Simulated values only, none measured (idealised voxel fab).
The process module presented herein is designated voxel fin reveal.
The figure presents cross-section cut, which has a width of 295 nm and is divided into square cells with an edge length of 5 nm.
The cross-sections in this document take the form of a grid made of square cells. They are written out as bands, in order from top to bottom. Each band consists of one or more rows of cells. Heights first: top, then bottom, in nm. Then materials, left to right, each with a width in nm. "throughout" on a single material: fills the band edge to edge. "air": empty space. Heights from 0 (as-received wafer is one material below). Bottom band endless downward, as "0 nm and below". Note: "30 to 40" means the width goes from the first number (top row of the band) to the second number (bottom row) in equal steps per row of cells. The designation "stayed the same", where it is given for a processing step, indicates that no cell of the cross-section was altered in the course of that step. Enclosed voids (no open way to top), threshold 8 cells or more, entry "Closed void inventory", notation width x height at distance, distance from left edge, nm. On a step's line, text after the settings is the simulator commenting on that step. A step's line can hold "overlay nm"; with a mask on that step, the setting says how far right of the planned place the mask lay, while a negative setting says it lay to the left.
This section lists the process steps that were planned
1. RECEIVE [material Si]
2. CONFORMAL_DEP [material SiN] [thk nm 5]
3. PATTERN [tone cover] [mask id FINS] [material resist] [width nm 15] [pitch nm 40] [thk nm 15] [overlay nm -15]
4. DIRECTIONAL_ETCH [etch materials SiN] [depth nm 5]
5. DIRECTIONAL_ETCH [etch materials Si] [depth nm 40]
6. STRIP [etch materials resist]
7. FILL_DEP [material SiO2] [thk nm 5]
8. CMP [height nm 5]
9. SELECTIVE_ETCH [etch materials SiO2] [depth nm 30]
10. STRIP [etch materials SiN]
11. CONFORMAL_DEP [material SiO2] [thk nm 5]
varied across the wafers: overlay nm of step 3. The plan shows the first wafer's value. All wafers start alike
Sectional view: first of several wafers, as received, after step 1
- 0 nm and below: Si throughout
- Closed void inventory: none
Note: the following table is arranged by wafer, a row apiece. Each row reports the end-of-module state: per material, cells gained (+) or cells lost (-) compared with the wafer as received; closed voids follow
overlay nm -15; -376 Si; +240 SiO2; Closed void inventory: none
overlay nm -10; -376 Si; +240 SiO2; Closed void inventory: none
overlay nm -5; -376 Si; +240 SiO2; Closed void inventory: none
overlay nm 0; -376 Si; +240 SiO2; Closed void inventory: none
overlay nm 5; -376 Si; +240 SiO2; Closed void inventory: none
overlay nm 10; -376 Si; +240 SiO2; Closed void inventory: none
overlay nm 15; -376 Si; +240 SiO2; Closed void inventory: none
